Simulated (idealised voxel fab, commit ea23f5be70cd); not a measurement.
Process module heading - voxel capacitor over wiring
Cross-section cut spans 175 nm and uses square cells 5 nm in size.
In this document a cross-section is written as a grid of square cells. It is given as a series of bands, listed from the top down, and a band is one or more rows of cells.
Quick guide to a band line: top height, bottom height (nm) up front; then every material left to right with its width in nm. Only one material and it's marked "edge to edge"? Then it fills the band edge to edge. And "air" just means empty space.
Measure heights from 0. That's the level where, below it, the as-received wafer is all one material. The lowest band is bottomless and extends downward; write it as in "0..down".
When a width is written as two numbers, as in "30..40", the first number is the width in the top row of cells of the band and the second is the width in its bottom row, and the width changes by the same amount from each row to the next.
"no alterations made" -> step changed no cross-section cell.
Closed empty spaces (no open way to the top) of 8 cells or more are what "Sealed cavities" lists, each as width x height at distance from the left edge, nm for all three.
On each step's line, the part that comes after the settings is the simulator's own comment on the step.
overlay nm: for a step with a mask, the amount by which the mask lay right of where it was planned; a negative amount means left of it.

**Steps planned for the process**
1: RECEIVE, material Si
2: CONFORMAL_DEP, material SiO2, thk nm 15
3: DIRECTIONAL_DEP, material TiN, thk nm 5
4: DIRECTIONAL_DEP, material Ru, thk nm 20
5: DIRECTIONAL_DEP, material aC, thk nm 15
6: PATTERN, tone cover, mask id METAL_1, material resist, width nm 30, pitch nm 80, thk nm 35, overlay nm 0
7: DIRECTIONAL_ETCH, etch materials aC, depth nm 15
8: STRIP, etch materials resist
9: DIRECTIONAL_ETCH, etch materials Ru, depth nm 20
10: DIRECTIONAL_ETCH, etch materials TiN, depth nm 5
11: STRIP, etch materials aC
12: FILL_DEP, material lowk, thk nm 5
13: CMP, height nm 40
14: CONFORMAL_DEP, material SiCN, thk nm 5
15: DIRECTIONAL_DEP, material lowk, thk nm 20
16: DIRECTIONAL_DEP, material aC, thk nm 10
17: PATTERN, tone open, mask id PLUG_1, material resist, width nm 15, thk nm 25, overlay nm 0
18: DIRECTIONAL_ETCH, etch materials aC, depth nm 10
19: STRIP, etch materials resist
20: DIRECTIONAL_ETCH, etch materials lowk, depth nm 20
21: DIRECTIONAL_ETCH, etch materials SiCN, depth nm 5
22: STRIP, etch materials aC
23: CONFORMAL_DEP, material TiN, thk nm 5
24: FILL_DEP, material Ru, thk nm 5
25: CMP, height nm 65
26: DIRECTIONAL_DEP, material TiN, thk nm 10
27: DIRECTIONAL_DEP, material SiN, thk nm 5
28: DIRECTIONAL_DEP, material TiN, thk nm 10
29: DIRECTIONAL_DEP, material aC, thk nm 15
30: PATTERN, tone cover, mask id UPPER_PLATE, material resist, width nm 55, thk nm 30, overlay nm 0
31: DIRECTIONAL_ETCH, etch materials aC, depth nm 15
32: STRIP, etch materials resist
33: DIRECTIONAL_ETCH, etch materials TiN, depth nm 10
34: DIRECTIONAL_ETCH, etch materials SiN, depth nm 5
35: STRIP, etch materials aC
36: DIRECTIONAL_DEP, material aC, thk nm 10
37: PATTERN, tone cover, mask id LOWER_PLATE, material resist, width nm 55, thk nm 30, overlay nm 0
38: DIRECTIONAL_ETCH, etch materials aC, depth nm 10
39: STRIP, etch materials resist
40: DIRECTIONAL_ETCH, etch materials TiN, depth nm 10
41: STRIP, etch materials aC
42: FILL_DEP, material SiO2, thk nm 20
43: CMP, height nm 105
44: MASKED_ETCH, tone open, mask id PLUG_2, width nm 15, etch materials SiO2, depth nm 15, overlay nm 0
45: CONFORMAL_DEP, material TiN, thk nm 5
46: FILL_DEP, material Ru, thk nm 5
47: CMP, height nm 105
48: CONFORMAL_DEP, material SiCN, thk nm 5
Wafer-to-wafer difference: width nm, step 37. Common start. Plan = first wafer's value.

**After step 1, as received: first of several wafers, cross-section**
    0..down  Si edge to edge
    Sealed cavities: none

**Last step of the module is step 48; after it, the first of several wafers in cross-section**
    110..105  SiCN edge to edge
    105..95  55 nm SiO2 | 5 nm TiN | 5 nm Ru | 5 nm TiN | 105 nm SiO2
    95..90  55 nm SiO2 | 15 nm TiN | 105 nm SiO2
    90..80  45 nm SiO2 | 55 nm TiN | 75 nm SiO2
    80..75  45 nm SiO2 | 55 nm SiN | 75 nm SiO2
    75..65  45 nm SiO2 | 55 nm TiN | 75 nm SiO2
    65..45  45 nm lowk | 5 nm TiN | 5 nm Ru | 5 nm TiN | 115 nm lowk
    45..40  45 nm SiCN | 15 nm TiN | 115 nm SiCN
    40..20  30 nm lowk | 30 nm Ru | 50 nm lowk | 30 nm Ru | 35 nm lowk
    20..15  30 nm lowk | 30 nm TiN | 50 nm lowk | 30 nm TiN | 35 nm lowk
    15..0  SiO2 edge to edge
    0..down  Si edge to edge
    Sealed cavities: none

**A cross-section through the last wafer at the close of the module**
    110..105  SiCN edge to edge
    105..95  55 nm SiO2 | 5 nm TiN | 5 nm Ru | 5 nm TiN | 105 nm SiO2
    95..90  55 nm SiO2 | 15 nm TiN | 105 nm SiO2
    90..80  45 nm SiO2 | 55 nm TiN | 75 nm SiO2
    80..75  45 nm SiO2 | 55 nm SiN | 75 nm SiO2
    75..65  35 nm SiO2 | 80 nm TiN | 60 nm SiO2
    65..45  45 nm lowk | 5 nm TiN | 5 nm Ru | 5 nm TiN | 115 nm lowk
    45..40  45 nm SiCN | 15 nm TiN | 115 nm SiCN
    40..20  30 nm lowk | 30 nm Ru | 50 nm lowk | 30 nm Ru | 35 nm lowk
    20..15  30 nm lowk | 30 nm TiN | 50 nm lowk | 30 nm TiN | 35 nm lowk
    15..0  SiO2 edge to edge
    0..down  Si edge to edge
    Sealed cavities: none

**Rows = wafers. At module end, each row lists per material the cells gained (+) or lost (-) since the wafer was received, then the closed voids**
width nm 55, +54 Ru, +67 SiCN, +11 SiN, +321 SiO2, +74 TiN, +243 lowk, Sealed cavities: none
width nm 60, +54 Ru, +67 SiCN, +11 SiN, +319 SiO2, +76 TiN, +243 lowk, Sealed cavities: none
width nm 65, +54 Ru, +67 SiCN, +11 SiN, +317 SiO2, +78 TiN, +243 lowk, Sealed cavities: none
width nm 70, +54 Ru, +67 SiCN, +11 SiN, +315 SiO2, +80 TiN, +243 lowk, Sealed cavities: none
width nm 75, +54 Ru, +67 SiCN, +11 SiN, +313 SiO2, +82 TiN, +243 lowk, Sealed cavities: none
width nm 80, +54 Ru, +67 SiCN, +11 SiN, +311 SiO2, +84 TiN, +243 lowk, Sealed cavities: none
